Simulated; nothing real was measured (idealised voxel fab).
Process module, titled voxel fin reveal
The width of the displayed cross-section, cut, is 275 nm; its cells are square, with a size of 5 nm.
Cross-section format: a grid of square cells, given as bands from top to bottom; each band is one or more rows of cells.
Band: top and bottom heights (nm) first, top before bottom; then materials from left to right, widths in nm. "throughout" marks a sole material filling the band edge to edge. "air" denotes empty space.
Ref level 0: as-received wafer is one material below here. Bottom band extends down with no lower bound ("z 0 and below").
Width: "30->40" (first number = top row, second number = bottom row, same change from row to row of cells).
"same as before" -> step changed no cross-section cell.
Heads up: "Fully enclosed voids" only lists the empty pockets with no open path to the top that are 8 cells or more, and it writes them as width x height at distance, distance from the left edge, in nm.
Whatever follows a step's settings on its line is a remark the simulator itself makes about that step.
On any step carrying a mask, the "overlay nm" setting, if present on the step's line, tells how far right of its planned place the mask lay; negative values point to the left.
-- Intended process steps
1: RECEIVE, material Si
2: CONFORMAL_DEP, material SiN, thk nm 5
3: PATTERN, tone cover, mask id FINS, material resist, width nm 15, pitch nm 35, thk nm 15, overlay nm 0
4: DIRECTIONAL_ETCH, etch materials SiN, depth nm 5
5: DIRECTIONAL_ETCH, etch materials Si, depth nm 40
6: STRIP, etch materials resist
7: FILL_DEP, material SiO2, thk nm 10
8: CMP, height nm 5
9: SELECTIVE_ETCH, etch materials SiO2, depth nm 25
10: STRIP, etch materials SiN
11: CONFORMAL_DEP, material HfO2, thk nm 5
-- Received-state cross-section, reflecting completion of step 1
	z 0 and below = Si throughout
	Fully enclosed voids: none
-- Starting wafer: above. Plan: above. Run: one mistake. Cross-section after the module: below
	z 5 to 0 = 70 of air, 25 of HfO2, 10 of air, 25 of HfO2, 10 of air, 25 of HfO2, 10 of air, 25 of HfO2, 75 of air
	z 0 to -15 = 70 of air, 5 of HfO2, 15 of Si, 5 of HfO2, 10 of air, 5 of HfO2, 15 of Si, 5 of HfO2, 10 of air, 5 of HfO2, 15 of Si, 5 of HfO2, 10 of air, 5 of HfO2, 15 of Si, 5 of HfO2, 75 of air
	z -15 to -20 = 55 of HfO2, 15 of air, 5 of HfO2, 15 of Si, 5 of HfO2, 10 of air, 5 of HfO2, 15 of Si, 5 of HfO2, 10 of air, 5 of HfO2, 15 of Si, 5 of HfO2, 10 of air, 5 of HfO2, 15 of Si, 5 of HfO2, 15 of air, 60 of HfO2
	z -20 to -25 = 50 of SiO2, 25 of HfO2, 15 of Si, 20 of HfO2, 15 of Si, 20 of HfO2, 15 of Si, 20 of HfO2, 15 of Si, 25 of HfO2, 55 of SiO2
	z -25 to -40 = 75 of SiO2, 15 of Si, 20 of SiO2, 15 of Si, 20 of SiO2, 15 of Si, 20 of SiO2, 15 of Si, 80 of SiO2
	z -40 and below = Si throughout
	Fully enclosed voids: none
Deviation from plan: sequence error: steps 9 and 10 interchanged
